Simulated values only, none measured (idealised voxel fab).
Title: Process Module voxel self aligned contacts
Each square cell in cross-section cut measures 5 nm, and the section as a whole is 270 nm wide.
A cross-section in this document is a grid of square cells, and it is written down as bands, the top band listed before the ones below it; a band is made up of one or more rows of cells. Look at the band entry: it leads with the top's height and the bottom's height in nm. Then it lists the materials left to right, with a width in nm for each. The word "edge to edge" on a single material says that material fills the band edge to edge. The word "blank" is empty space. Heights are expressed relative to 0, this being the level below which the as-received wafer comprises one material exclusively. The lowest band is unbounded in the downward direction and is denoted as in "z 0 and below". The notation "30..40" denotes a width that varies across the rows of cells in the band, beginning at the first number in the top row, finishing at the second number in the bottom row, and changing by an identical amount from each row to the next. "no alteration" means the step left every cell of the cross-section as it was. Any empty space of 8 cells or more lacking an open way to the top shows up in "Closed voids list" as width x height at distance, distance from the left edge, in nm. Formally, on a step line, whatever follows the settings is a remark that the simulator itself makes on the step. overlay nm: right-of-plan distance of the mask on a masked step; negative values mean left-of-plan.

Below is the list of planned process steps
1 RECEIVE [material Si]
2 OXIDIZE [depth nm 5]
3 DIRECTIONAL_DEP [material polySi] [thk nm 30]
4 DIRECTIONAL_DEP [material SiN] [thk nm 15]
5 MASKED_ETCH [tone cover] [mask id GATE] [width nm 25] [pitch nm 55] [etch materials SiN] [depth nm 15] [overlay nm 0]
6 MASKED_ETCH [tone cover] [mask id GATE] [width nm 25] [pitch nm 55] [etch materials polySi] [depth nm 30] [overlay nm 0]
7 CONFORMAL_DEP [material SiN] [thk nm 5]
8 DIRECTIONAL_ETCH [etch materials SiN] [depth nm 5]
9 FILL_DEP [material SiO2] [thk nm 10]
10 CMP [height nm 50]
11 MASKED_ETCH [tone open] [mask id CONTACT] [width nm 40] [pitch nm 55] [etch materials SiO2] [depth nm 55] [overlay nm 0]
12 CONFORMAL_DEP [material TiN] [thk nm 5]
13 FILL_DEP [material Ru] [thk nm 10]
14 CMP [height nm 50]
15 CONFORMAL_DEP [material SiCN] [thk nm 5]

First wafer out of two, processed as planned

This is the cross-section of the wafer as we received it, i.e. after step 1
* z 0 and below: Si edge to edge
* Closed voids list: none

The wafer, seen in cross-section, after step 2
* z 0 to -5: SiO2 edge to edge
* Rest of section, below -5: as before.

The wafer, seen in cross-section, after step 3
* z 30 to 0: polySi edge to edge
* Rest of section, below 0: as before.

The wafer, seen in cross-section, after step 4
* z 45 to 30: SiN edge to edge
* Rest of section, below 30: as before.

The wafer, seen in cross-section, after step 5
* z 45 to 30: blank=65; SiN=25; blank=30; SiN=25; blank=30; SiN=25; blank=70
* Rest of section, below 30: as before.

The wafer, seen in cross-section, after step 6
* z 45 to 30: blank=65; SiN=25; blank=30; SiN=25; blank=30; SiN=25; blank=70
* z 30 to 0: blank=65; polySi=25; blank=30; polySi=25; blank=30; polySi=25; blank=70
* Rest of section, below 0: as before.

The wafer, seen in cross-section, after step 7
* z 50 to 30: blank=60; SiN=35; blank=20; SiN=35; blank=20; SiN=35; blank=65
* z 30 to 5: blank=60; SiN=5; polySi=25; SiN=5; blank=20; SiN=5; polySi=25; SiN=5; blank=20; SiN=5; polySi=25; SiN=5; blank=65
* z 5 to 0: SiN=65; polySi=25; SiN=30; polySi=25; SiN=30; polySi=25; SiN=70
* Rest of section, below 0: as before.

The wafer, seen in cross-section, after step 8
* z 45 to 30: blank=60; SiN=35; blank=20; SiN=35; blank=20; SiN=35; blank=65
* z 30 to 0: blank=60; SiN=5; polySi=25; SiN=5; blank=20; SiN=5; polySi=25; SiN=5; blank=20; SiN=5; polySi=25; SiN=5; blank=65
* Rest of section, below 0: as before.

The wafer, seen in cross-section, after step 9
* z 55 to 45: SiO2 edge to edge
* z 45 to 30: SiO2=60; SiN=35; SiO2=20; SiN=35; SiO2=20; SiN=35; SiO2=65
* z 30 to 0: SiO2=60; SiN=5; polySi=25; SiN=5; SiO2=20; SiN=5; polySi=25; SiN=5; SiO2=20; SiN=5; polySi=25; SiN=5; SiO2=65
* Rest of section, below 0: as before.

The wafer, seen in cross-section, after step 10
* z 50 to 45: SiO2 edge to edge
* Rest of section, below 45: as before.

The wafer, seen in cross-section, after step 11
* z 50 to 45: SiO2=85; blank=40; SiO2=15; blank=40; SiO2=90
* z 45 to 30: SiO2=60; SiN=35; blank=20; SiN=35; blank=20; SiN=35; SiO2=65
* z 30 to 0: SiO2=60; SiN=5; polySi=25; SiN=5; blank=20; SiN=5; polySi=25; SiN=5; blank=20; SiN=5; polySi=25; SiN=5; SiO2=65
* z 0 to -5: SiO2=95; blank=20; SiO2=35; blank=20; SiO2=100
* Rest of section, below -5: as before.

The wafer, seen in cross-section, after step 12
* z 55 to 50: TiN=90; blank=30; TiN=25; blank=30; TiN=95
* z 50 to 45: SiO2=85; TiN=15; blank=10; TiN=15; SiO2=15; TiN=15; blank=10; TiN=15; SiO2=90
* z 45 to 30: SiO2=60; SiN=35; TiN=5; blank=10; TiN=5; SiN=35; TiN=5; blank=10; TiN=5; SiN=35; SiO2=65
* z 30 to 0: SiO2=60; SiN=5; polySi=25; SiN=5; TiN=5; blank=10; TiN=5; SiN=5; polySi=25; SiN=5; TiN=5; blank=10; TiN=5; SiN=5; polySi=25; SiN=5; SiO2=65
* z 0 to -5: SiO2=95; TiN=20; SiO2=35; TiN=20; SiO2=100
* Rest of section, below -5: as before.

The wafer, seen in cross-section, after step 13
* z 65 to 55: Ru edge to edge
* z 55 to 50: TiN=90; Ru=30; TiN=25; Ru=30; TiN=95
* z 50 to 45: SiO2=85; TiN=15; Ru=10; TiN=15; SiO2=15; TiN=15; Ru=10; TiN=15; SiO2=90
* z 45 to 30: SiO2=60; SiN=35; TiN=5; Ru=10; TiN=5; SiN=35; TiN=5; Ru=10; TiN=5; SiN=35; SiO2=65
* z 30 to 0: SiO2=60; SiN=5; polySi=25; SiN=5; TiN=5; Ru=10; TiN=5; SiN=5; polySi=25; SiN=5; TiN=5; Ru=10; TiN=5; SiN=5; polySi=25; SiN=5; SiO2=65
* Rest of section, below 0: as before.

The wafer, seen in cross-section, after step 14
* z 50 to 45: SiO2=85; TiN=15; Ru=10; TiN=15; SiO2=15; TiN=15; Ru=10; TiN=15; SiO2=90
* Rest of section, below 45: as before.

The wafer, seen in cross-section, after step 15
* z 55 to 50: SiCN edge to edge
* Rest of section, below 50: as before.

The Second Wafer: Common Origin and Plan, One Mistake in Execution, Identical to the First Through Step 10

At the planned end of step 11, the second wafer in cross-section
* z 50 to 45: SiO2=95; blank=40; SiO2=15; blank=40; SiO2=80
* z 45 to 30: SiO2=60; SiN=35; blank=20; SiN=35; blank=20; SiN=35; SiO2=65
* z 30 to 0: SiO2=60; SiN=5; polySi=25; SiN=5; blank=20; SiN=5; polySi=25; SiN=5; blank=20; SiN=5; polySi=25; SiN=5; SiO2=65
* z 0 to -5: SiO2=95; blank=20; SiO2=35; blank=20; SiO2=100
* Rest of section, below -5: as before.

At the planned end of step 12, the second wafer in cross-section
* z 55 to 50: TiN=100; blank=30; TiN=25; blank=30; TiN=85
* z 50 to 45: SiO2=95; TiN=5; blank=10; TiN=25; SiO2=15; TiN=5; blank=10; TiN=25; SiO2=80
* z 45 to 30: SiO2=60; SiN=35; TiN=5; blank=10; TiN=5; SiN=35; TiN=5; blank=10; TiN=5; SiN=35; SiO2=65
* z 30 to 0: SiO2=60; SiN=5; polySi=25; SiN=5; TiN=5; blank=10; TiN=5; SiN=5; polySi=25; SiN=5; TiN=5; blank=10; TiN=5; SiN=5; polySi=25; SiN=5; SiO2=65
* z 0 to -5: SiO2=95; TiN=20; SiO2=35; TiN=20; SiO2=100
* Rest of section, below -5: as before.

At the planned end of step 13, the second wafer in cross-section
* z 65 to 55: Ru edge to edge
* z 55 to 50: TiN=100; Ru=30; TiN=25; Ru=30; TiN=85
* z 50 to 45: SiO2=95; TiN=5; Ru=10; TiN=25; SiO2=15; TiN=5; Ru=10; TiN=25; SiO2=80
* z 45 to 30: SiO2=60; SiN=35; TiN=5; Ru=10; TiN=5; SiN=35; TiN=5; Ru=10; TiN=5; SiN=35; SiO2=65
* z 30 to 0: SiO2=60; SiN=5; polySi=25; SiN=5; TiN=5; Ru=10; TiN=5; SiN=5; polySi=25; SiN=5; TiN=5; Ru=10; TiN=5; SiN=5; polySi=25; SiN=5; SiO2=65
* Rest of section, below 0: as before.

At the planned end of step 14, the second wafer in cross-section
* z 50 to 45: SiO2=95; TiN=5; Ru=10; TiN=25; SiO2=15; TiN=5; Ru=10; TiN=25; SiO2=80
* Rest of section, below 45: as before.

At the planned end of step 15, the second wafer in cross-section
* z 55 to 50: SiCN edge to edge
* Rest of section, below 50: as before.
The plan and the run diverged here: step 11: run off-plan, actual operation and settings MASKED_ETCH [tone open] [mask id CONTACT] [width nm 40] [pitch nm 55] [etch materials SiO2] [depth nm 55] [overlay nm 10]
When the process is done, the second wafer contains the same cell count of every material as the first wafer, but distributed over other locations.
